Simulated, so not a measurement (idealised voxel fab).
Process module, titled voxel ribs on slabs
This is section cut - it's 150 nm across, gridded in 5 nm square cells.
This document writes a cross-section as a grid whose cells are square, and gives it as bands, listed from the top down; one or more rows of cells form a band.
The entry gives the band's vertical extent as a top height and a bottom height in nm, then its horizontal make-up as materials from left to right, each with a width in nm. "blank" stands for empty space; a single material marked "everywhere" fills the band edge to edge.
Beneath 0, the wafer as received is one material, and that level is where height counting begins. The lowest band goes on downward without a bottom; it is written like "0 -> down".
When a width is written as two numbers, as in "30..40", the first number is the width in the top row of cells of the band and the second is the width in its bottom row, and the width changes by the same amount from each row to the next.
"nothing changed" after a step means that no cell of the cross-section changed.
So "Closed void list" is basically the list of trapped voids: any empty space of 8 cells or more that can't reach the top through an opening. They're written width x height at distance, the distance being from the left edge, and it's all nm.
Read whatever lies past the settings on a step's line as the simulator's own remark about the step.
overlay nm: mask offset rightward from planned place, masked step; negative means leftward offset.

Process steps foreseen in the plan:
1. op RECEIVE | material Si
2. op DIRECTIONAL_DEP | material SiO2 | thk nm 25
3. op DIRECTIONAL_DEP | material polySi | thk nm 25
4. op MASKED_ETCH | tone cover | mask id RIB | width nm 20 | etch materials polySi | depth nm 5 | overlay nm 0
5. op MASKED_ETCH | tone cover | mask id SLAB | width nm 50 | etch materials polySi | depth nm 20 | overlay nm 0
6. op FILL_DEP | material SiO2 | thk nm 25
7. op CMP | height nm 65
8. op DIRECTIONAL_DEP | material W | thk nm 5
9. op DIRECTIONAL_DEP | material aC | thk nm 10
10. op PATTERN | tone cover | mask id HEATER | material resist | width nm 30 | thk nm 25 | overlay nm 0
11. op DIRECTIONAL_ETCH | etch materials aC | depth nm 10
12. op STRIP | etch materials resist
13. op DIRECTIONAL_ETCH | etch materials W | depth nm 5
14. op STRIP | etch materials aC
15. op CONFORMAL_DEP | material SiN | thk nm 5

Shown in cross-section is the wafer as received, that is, as it stands after step 1:
	0 -> down  Si everywhere
	Closed void list: none

Wafer cross-section at module end: first of two, run to plan:
	75 -> 70  55 blank, then 40 SiN, then 55 blank
	70 -> 65  60 SiN, then 30 W, then 60 SiN
	65 -> 50  SiO2 everywhere
	50 -> 45  65 SiO2, then 20 polySi, then 65 SiO2
	45 -> 25  50 SiO2, then 50 polySi, then 50 SiO2
	25 -> 0  SiO2 everywhere
	0 -> down  Si everywhere
	Closed void list: none

Second wafer through the module, sectioned at the end: same beginning and same plan as the first wafer, with one mistake in carrying it out:
	75 -> 70  55 blank, then 40 SiN, then 55 blank
	70 -> 65  60 SiN, then 30 W, then 60 SiN
	65 -> 50  SiO2 everywhere
	50 -> 45  50 SiO2, then 15 polySi, then 20 SiO2, then 15 polySi, then 50 SiO2
	45 -> 30  50 SiO2, then 50 polySi, then 50 SiO2
	30 -> 25  polySi everywhere
	25 -> 0  SiO2 everywhere
	0 -> down  Si everywhere
	Closed void list: none
What went wrong in running the wafer? step 4 changed vs plan, executed as op MASKED_ETCH | tone open | mask id RIB | width nm 20 | etch materials polySi | depth nm 5 | overlay nm 0
Upon completion, the second wafer contains, in terms of cells, a greater or smaller amount of certain materials than the first wafer: SiO2 -22; polySi +22
